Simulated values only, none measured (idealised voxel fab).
Process module name: voxel gate over fins
Section shown: cut. Width: 220 nm. Cell size: 5 nm, square.
In what follows, cross-sections appear as grids of square cells, described through bands that run from the top down, where every band is one or more rows of cells.
Top, bottom (nm), then materials left to right with widths (nm); lone material tagged "throughout" fills the whole band edge to edge; "empty" = empty space.
Heights are measured from 0, the level below which the as-received wafer is all one material; the lowest band has no bottom and continues downward, written as in "0 -> down".
A width given as "30->40" starts at the first number in the band's top row and ends at the second number in its bottom row, shifting by an equal amount at every step from row to row.
"remained unchanged" for a step: no cell of the cross-section changed in that step.
"Unvented internal voids" lists enclosed empty spaces (at least 8 cells, no open path upward to the top), each as width x height at distance from the left edge, in nm.
Past the settings on a step's line: simulator remark, on that step.
On any step carrying a mask, the "overlay nm" setting, if present on the step's line, tells how far right of its planned place the mask lay; negative values point to the left.
# Steps planned for the process
step 1: RECEIVE (material Si)
step 2: CONFORMAL_DEP (material SiN; thk nm 10)
step 3: DIRECTIONAL_DEP (material aC; thk nm 15)
step 4: PATTERN (tone cover; mask id FINS; material resist; width nm 15; pitch nm 40; thk nm 35; overlay nm 0)
step 5: DIRECTIONAL_ETCH (etch materials aC; depth nm 15)
step 6: STRIP (etch materials resist)
step 7: DIRECTIONAL_ETCH (etch materials SiN; depth nm 10)
step 8: DIRECTIONAL_ETCH (etch materials Si; depth nm 40)
step 9: STRIP (etch materials aC)
step 10: OXIDIZE (depth nm 5)
step 11: FILL_DEP (material SiO2; thk nm 5)
step 12: CMP (height nm 10)
step 13: SELECTIVE_ETCH (etch materials SiO2; depth nm 25)
step 14: STRIP (etch materials SiN)
step 15: CONFORMAL_DEP (material HfO2; thk nm 5)
step 16: CONFORMAL_DEP (material TiN; thk nm 5)
step 17: CONFORMAL_DEP (material TiAl; thk nm 5)
step 18: CONFORMAL_DEP (material TiN; thk nm 5)
step 19: FILL_DEP (material W; thk nm 15)
step 20: CMP (height nm 30)
step 21: CONFORMAL_DEP (material SiCN; thk nm 5)
# First wafer of two (run as planned)
# Cross-section, incoming material, after step 1
* 0 -> down: Si throughout
* Unvented internal voids: none
# Wafer after step 2 (cross-section)
* 10 -> 0: SiN throughout
* Beneath the level 0, the cross-section is identical to its previous state.
# Wafer after step 3 (cross-section)
* 25 -> 10: aC throughout
* Beneath the level 10, the cross-section is identical to its previous state.
# Wafer after step 4 (cross-section)
* 60 -> 25: empty 40, resist 15, empty 25, resist 15, empty 25, resist 15, empty 25, resist 15, empty 45
* Beneath the level 25, the cross-section is identical to its previous state.
# Wafer after step 5 (cross-section)
* 45 -> 25: empty 40, resist 15, empty 25, resist 15, empty 25, resist 15, empty 25, resist 15, empty 45
* 25 -> 10: empty 40, aC 15, empty 25, aC 15, empty 25, aC 15, empty 25, aC 15, empty 45
* Beneath the level 10, the cross-section is identical to its previous state.
# Wafer after step 6 (cross-section)
* 25 -> 10: empty 40, aC 15, empty 25, aC 15, empty 25, aC 15, empty 25, aC 15, empty 45
* Beneath the level 10, the cross-section is identical to its previous state.
# Wafer after step 7 (cross-section)
* 25 -> 10: empty 40, aC 15, empty 25, aC 15, empty 25, aC 15, empty 25, aC 15, empty 45
* 10 -> 0: empty 40, SiN 15, empty 25, SiN 15, empty 25, SiN 15, empty 25, SiN 15, empty 45
* Beneath the level 0, the cross-section is identical to its previous state.
# Wafer after step 8 (cross-section)
* 25 -> 10: empty 40, aC 15, empty 25, aC 15, empty 25, aC 15, empty 25, aC 15, empty 45
* 10 -> 0: empty 40, SiN 15, empty 25, SiN 15, empty 25, SiN 15, empty 25, SiN 15, empty 45
* 0 -> -40: empty 40, Si 15, empty 25, Si 15, empty 25, Si 15, empty 25, Si 15, empty 45
* Beneath the level -40, the cross-section is identical to its previous state.
# Wafer after step 9 (cross-section)
* 10 -> 0: empty 40, SiN 15, empty 25, SiN 15, empty 25, SiN 15, empty 25, SiN 15, empty 45
* Beneath the level 0, the cross-section is identical to its previous state.
# Wafer after step 10 (cross-section)
* 10 -> 0: empty 40, SiN 15, empty 25, SiN 15, empty 25, SiN 15, empty 25, SiN 15, empty 45
* 0 -> -40: empty 40, SiO2 5, Si 5, SiO2 5, empty 25, SiO2 5, Si 5, SiO2 5, empty 25, SiO2 5, Si 5, SiO2 5, empty 25, SiO2 5, Si 5, SiO2 5, empty 45
* -40 -> -45: SiO2 45, Si 5, SiO2 35, Si 5, SiO2 35, Si 5, SiO2 35, Si 5, SiO2 50
* Beneath the level -45, the cross-section is identical to its previous state.
# Wafer after step 11 (cross-section)
* 15 -> 10: SiO2 throughout
* 10 -> 0: SiO2 40, SiN 15, SiO2 25, SiN 15, SiO2 25, SiN 15, SiO2 25, SiN 15, SiO2 45
* 0 -> -45: SiO2 45, Si 5, SiO2 35, Si 5, SiO2 35, Si 5, SiO2 35, Si 5, SiO2 50
* Beneath the level -45, the cross-section is identical to its previous state.
# Wafer after step 12 (cross-section)
* 10 -> 0: SiO2 40, SiN 15, SiO2 25, SiN 15, SiO2 25, SiN 15, SiO2 25, SiN 15, SiO2 45
* Beneath the level 0, the cross-section is identical to its previous state.
# Wafer after step 13 (cross-section)
* 10 -> 0: empty 40, SiN 15, empty 25, SiN 15, empty 25, SiN 15, empty 25, SiN 15, empty 45
* 0 -> -15: empty 45, Si 5, empty 35, Si 5, empty 35, Si 5, empty 35, Si 5, empty 50
* Beneath the level -15, the cross-section is identical to its previous state.
# Wafer after step 14 (cross-section)
* 0 -> -15: empty 45, Si 5, empty 35, Si 5, empty 35, Si 5, empty 35, Si 5, empty 50
* Beneath the level -15, the cross-section is identical to its previous state.
# Wafer after step 15 (cross-section)
* 5 -> 0: empty 40, HfO2 15, empty 25, HfO2 15, empty 25, HfO2 15, empty 25, HfO2 15, empty 45
* 0 -> -10: empty 40, HfO2 5, Si 5, HfO2 5, empty 25, HfO2 5, Si 5, HfO2 5, empty 25, HfO2 5, Si 5, HfO2 5, empty 25, HfO2 5, Si 5, HfO2 5, empty 45
* -10 -> -15: HfO2 45, Si 5, HfO2 35, Si 5, HfO2 35, Si 5, HfO2 35, Si 5, HfO2 50
* Beneath the level -15, the cross-section is identical to its previous state.
# Wafer after step 16 (cross-section)
* 10 -> 5: empty 35, TiN 25, empty 15, TiN 25, empty 15, TiN 25, empty 15, TiN 25, empty 40
* 5 -> 0: empty 35, TiN 5, HfO2 15, TiN 5, empty 15, TiN 5, HfO2 15, TiN 5, empty 15, TiN 5, HfO2 15, TiN 5, empty 15, TiN 5, HfO2 15, TiN 5, empty 40
* 0 -> -5: empty 35, TiN 5, HfO2 5, Si 5, HfO2 5, TiN 5, empty 15, TiN 5, HfO2 5, Si 5, HfO2 5, TiN 5, empty 15, TiN 5, HfO2 5, Si 5, HfO2 5, TiN 5, empty 15, TiN 5, HfO2 5, Si 5, HfO2 5, TiN 5, empty 40
* -5 -> -10: TiN 40, HfO2 5, Si 5, HfO2 5, TiN 25, HfO2 5, Si 5, HfO2 5, TiN 25, HfO2 5, Si 5, HfO2 5, TiN 25, HfO2 5, Si 5, HfO2 5, TiN 45
* Beneath the level -10, the cross-section is identical to its previous state.
# Wafer after step 17 (cross-section)
* 15 -> 10: empty 30, TiAl 35, empty 5, TiAl 35, empty 5, TiAl 35, empty 5, TiAl 35, empty 35
* 10 -> 5: empty 30, TiAl 5, TiN 25, TiAl 5, empty 5, TiAl 5, TiN 25, TiAl 5, empty 5, TiAl 5, TiN 25, TiAl 5, empty 5, TiAl 5, TiN 25, TiAl 5, empty 35
* 5 -> 0: empty 30, TiAl 5, TiN 5, HfO2 15, TiN 5, TiAl 5, empty 5, TiAl 5, TiN 5, HfO2 15, TiN 5, TiAl 5, empty 5, TiAl 5, TiN 5, HfO2 15, TiN 5, TiAl 5, empty 5, TiAl 5, TiN 5, HfO2 15, TiN 5, TiAl 5, empty 35
* 0 -> -5: TiAl 35, TiN 5, HfO2 5, Si 5, HfO2 5, TiN 5, TiAl 15, TiN 5, HfO2 5, Si 5, HfO2 5, TiN 5, TiAl 15, TiN 5, HfO2 5, Si 5, HfO2 5, TiN 5, TiAl 15, TiN 5, HfO2 5, Si 5, HfO2 5, TiN 5, TiAl 40
* Beneath the level -5, the cross-section is identical to its previous state.
# Wafer after step 18 (cross-section)
* 20 -> 15: empty 25, TiN 165, empty 30
* 15 -> 10: empty 25, TiN 5, TiAl 35, TiN 5, TiAl 35, TiN 5, TiAl 35, TiN 5, TiAl 35, TiN 5, empty 30
* 10 -> 5: empty 25, TiN 5, TiAl 5, TiN 25, TiAl 5, TiN 5, TiAl 5, TiN 25, TiAl 5, TiN 5, TiAl 5, TiN 25, TiAl 5, TiN 5, TiAl 5, TiN 25, TiAl 5, TiN 5, empty 30
* 5 -> 0: TiN 30, TiAl 5, TiN 5, HfO2 15, TiN 5, TiAl 5, TiN 5, TiAl 5, TiN 5, HfO2 15, TiN 5, TiAl 5, TiN 5, TiAl 5, TiN 5, HfO2 15, TiN 5, TiAl 5, TiN 5, TiAl 5, TiN 5, HfO2 15, TiN 5, TiAl 5, TiN 35
* Beneath the level 0, the cross-section is identical to its previous state.
# Wafer after step 19 (cross-section)
* 35 -> 20: W throughout
* 20 -> 15: W 25, TiN 165, W 30
* 15 -> 10: W 25, TiN 5, TiAl 35, TiN 5, TiAl 35, TiN 5, TiAl 35, TiN 5, TiAl 35, TiN 5, W 30
* 10 -> 5: W 25, TiN 5, TiAl 5, TiN 25, TiAl 5, TiN 5, TiAl 5, TiN 25, TiAl 5, TiN 5, TiAl 5, TiN 25, TiAl 5, TiN 5, TiAl 5, TiN 25, TiAl 5, TiN 5, W 30
* Beneath the level 5, the cross-section is identical to its previous state.
# Wafer after step 20 (cross-section)
* 30 -> 20: W throughout
* Beneath the level 20, the cross-section is identical to its previous state.
# Wafer after step 21 (cross-section)
* 35 -> 30: SiCN throughout
* Beneath the level 30, the cross-section is identical to its previous state.
# Second wafer, same starting state and plan as the first, one mistake in the run, identical through step 3
# At the planned end of step 4, the second wafer in cross-section
* 60 -> 25: empty 45, resist 15, empty 25, resist 15, empty 25, resist 15, empty 25, resist 15, empty 40
* Beneath the level 25, the cross-section is identical to its previous state.
# At the planned end of step 5, the second wafer in cross-section
* 45 -> 25: empty 45, resist 15, empty 25, resist 15, empty 25, resist 15, empty 25, resist 15, empty 40
* 25 -> 10: empty 45, aC 15, empty 25, aC 15, empty 25, aC 15, empty 25, aC 15, empty 40
* Beneath the level 10, the cross-section is identical to its previous state.
# At the planned end of step 6, the second wafer in cross-section
* 25 -> 10: empty 45, aC 15, empty 25, aC 15, empty 25, aC 15, empty 25, aC 15, empty 40
* Beneath the level 10, the cross-section is identical to its previous state.
# At the planned end of step 7, the second wafer in cross-section
* 25 -> 10: empty 45, aC 15, empty 25, aC 15, empty 25, aC 15, empty 25, aC 15, empty 40
* 10 -> 0: empty 45, SiN 15, empty 25, SiN 15, empty 25, SiN 15, empty 25, SiN 15, empty 40
* Beneath the level 0, the cross-section is identical to its previous state.
# At the planned end of step 8, the second wafer in cross-section
* 25 -> 10: empty 45, aC 15, empty 25, aC 15, empty 25, aC 15, empty 25, aC 15, empty 40
* 10 -> 0: empty 45, SiN 15, empty 25, SiN 15, empty 25, SiN 15, empty 25, SiN 15, empty 40
* 0 -> -40: empty 45, Si 15, empty 25, Si 15, empty 25, Si 15, empty 25, Si 15, empty 40
* Beneath the level -40, the cross-section is identical to its previous state.
# At the planned end of step 9, the second wafer in cross-section
* 10 -> 0: empty 45, SiN 15, empty 25, SiN 15, empty 25, SiN 15, empty 25, SiN 15, empty 40
* Beneath the level 0, the cross-section is identical to its previous state.
# At the planned end of step 10, the second wafer in cross-section
* 10 -> 0: empty 45, SiN 15, empty 25, SiN 15, empty 25, SiN 15, empty 25, SiN 15, empty 40
* 0 -> -40: empty 45, SiO2 5, Si 5, SiO2 5, empty 25, SiO2 5, Si 5, SiO2 5, empty 25, SiO2 5, Si 5, SiO2 5, empty 25, SiO2 5, Si 5, SiO2 5, empty 40
* -40 -> -45: SiO2 50, Si 5, SiO2 35, Si 5, SiO2 35, Si 5, SiO2 35, Si 5, SiO2 45
* Beneath the level -45, the cross-section is identical to its previous state.
# At the planned end of step 11, the second wafer in cross-section
* 15 -> 10: SiO2 throughout
* 10 -> 0: SiO2 45, SiN 15, SiO2 25, SiN 15, SiO2 25, SiN 15, SiO2 25, SiN 15, SiO2 40
* 0 -> -45: SiO2 50, Si 5, SiO2 35, Si 5, SiO2 35, Si 5, SiO2 35, Si 5, SiO2 45
* Beneath the level -45, the cross-section is identical to its previous state.
# At the planned end of step 12, the second wafer in cross-section
* 10 -> 0: SiO2 45, SiN 15, SiO2 25, SiN 15, SiO2 25, SiN 15, SiO2 25, SiN 15, SiO2 40
* Beneath the level 0, the cross-section is identical to its previous state.
# At the planned end of step 13, the second wafer in cross-section
* 10 -> 0: empty 45, SiN 15, empty 25, SiN 15, empty 25, SiN 15, empty 25, SiN 15, empty 40
* 0 -> -15: empty 50, Si 5, empty 35, Si 5, empty 35, Si 5, empty 35, Si 5, empty 45
* Beneath the level -15, the cross-section is identical to its previous state.
# At the planned end of step 14, the second wafer in cross-section
* 0 -> -15: empty 50, Si 5, empty 35, Si 5, empty 35, Si 5, empty 35, Si 5, empty 45
* Beneath the level -15, the cross-section is identical to its previous state.
# At the planned end of step 15, the second wafer in cross-section
* 5 -> 0: empty 45, HfO2 15, empty 25, HfO2 15, empty 25, HfO2 15, empty 25, HfO2 15, empty 40
* 0 -> -10: empty 45, HfO2 5, Si 5, HfO2 5, empty 25, HfO2 5, Si 5, HfO2 5, empty 25, HfO2 5, Si 5, HfO2 5, empty 25, HfO2 5, Si 5, HfO2 5, empty 40
* -10 -> -15: HfO2 50, Si 5, HfO2 35, Si 5, HfO2 35, Si 5, HfO2 35, Si 5, HfO2 45
* Beneath the level -15, the cross-section is identical to its previous state.
# At the planned end of step 16, the second wafer in cross-section
* 10 -> 5: empty 40, TiN 25, empty 15, TiN 25, empty 15, TiN 25, empty 15, TiN 25, empty 35
* 5 -> 0: empty 40, TiN 5, HfO2 15, TiN 5, empty 15, TiN 5, HfO2 15, TiN 5, empty 15, TiN 5, HfO2 15, TiN 5, empty 15, TiN 5, HfO2 15, TiN 5, empty 35
* 0 -> -5: empty 40, TiN 5, HfO2 5, Si 5, HfO2 5, TiN 5, empty 15, TiN 5, HfO2 5, Si 5, HfO2 5, TiN 5, empty 15, TiN 5, HfO2 5, Si 5, HfO2 5, TiN 5, empty 15, TiN 5, HfO2 5, Si 5, HfO2 5, TiN 5, empty 35
* -5 -> -10: TiN 45, HfO2 5, Si 5, HfO2 5, TiN 25, HfO2 5, Si 5, HfO2 5, TiN 25, HfO2 5, Si 5, HfO2 5, TiN 25, HfO2 5, Si 5, HfO2 5, TiN 40
* Beneath the level -10, the cross-section is identical to its previous state.
# At the planned end of step 17, the second wafer in cross-section
* 15 -> 10: empty 35, TiAl 35, empty 5, TiAl 35, empty 5, TiAl 35, empty 5, TiAl 35, empty 30
* 10 -> 5: empty 35, TiAl 5, TiN 25, TiAl 5, empty 5, TiAl 5, TiN 25, TiAl 5, empty 5, TiAl 5, TiN 25, TiAl 5, empty 5, TiAl 5, TiN 25, TiAl 5, empty 30
* 5 -> 0: empty 35, TiAl 5, TiN 5, HfO2 15, TiN 5, TiAl 5, empty 5, TiAl 5, TiN 5, HfO2 15, TiN 5, TiAl 5, empty 5, TiAl 5, TiN 5, HfO2 15, TiN 5, TiAl 5, empty 5, TiAl 5, TiN 5, HfO2 15, TiN 5, TiAl 5, empty 30
* 0 -> -5: TiAl 40, TiN 5, HfO2 5, Si 5, HfO2 5, TiN 5, TiAl 15, TiN 5, HfO2 5, Si 5, HfO2 5, TiN 5, TiAl 15, TiN 5, HfO2 5, Si 5, HfO2 5, TiN 5, TiAl 15, TiN 5, HfO2 5, Si 5, HfO2 5, TiN 5, TiAl 35
* Beneath the level -5, the cross-section is identical to its previous state.
# At the planned end of step 18, the second wafer in cross-section
* 20 -> 15: empty 30, TiN 165, empty 25
* 15 -> 10: empty 30, TiN 5, TiAl 35, TiN 5, TiAl 35, TiN 5, TiAl 35, TiN 5, TiAl 35, TiN 5, empty 25
* 10 -> 5: empty 30, TiN 5, TiAl 5, TiN 25, TiAl 5, TiN 5, TiAl 5, TiN 25, TiAl 5, TiN 5, TiAl 5, TiN 25, TiAl 5, TiN 5, TiAl 5, TiN 25, TiAl 5, TiN 5, empty 25
* 5 -> 0: TiN 35, TiAl 5, TiN 5, HfO2 15, TiN 5, TiAl 5, TiN 5, TiAl 5, TiN 5, HfO2 15, TiN 5, TiAl 5, TiN 5, TiAl 5, TiN 5, HfO2 15, TiN 5, TiAl 5, TiN 5, TiAl 5, TiN 5, HfO2 15, TiN 5, TiAl 5, TiN 30
* Beneath the level 0, the cross-section is identical to its previous state.
# At the planned end of step 19, the second wafer in cross-section
* 35 -> 20: W throughout
* 20 -> 15: W 30, TiN 165, W 25
* 15 -> 10: W 30, TiN 5, TiAl 35, TiN 5, TiAl 35, TiN 5, TiAl 35, TiN 5, TiAl 35, TiN 5, W 25
* 10 -> 5: W 30, TiN 5, TiAl 5, TiN 25, TiAl 5, TiN 5, TiAl 5, TiN 25, TiAl 5, TiN 5, TiAl 5, TiN 25, TiAl 5, TiN 5, TiAl 5, TiN 25, TiAl 5, TiN 5, W 25
* Beneath the level 5, the cross-section is identical to its previous state.
# At the planned end of step 20, the second wafer in cross-section
* 30 -> 20: W throughout
* Beneath the level 20, the cross-section is identical to its previous state.
# At the planned end of step 21, the second wafer in cross-section
* 35 -> 30: SiCN throughout
* Beneath the level 30, the cross-section is identical to its previous state.
The mistake made against the process plan was this: step 4 off recipe, ran as PATTERN (tone cover; mask id FINS; material resist; width nm 15; pitch nm 40; thk nm 35; overlay nm 5)
Upon completion, the cell count for each material on the second wafer equals that on the first, whereas the spatial distribution of those cells differs.
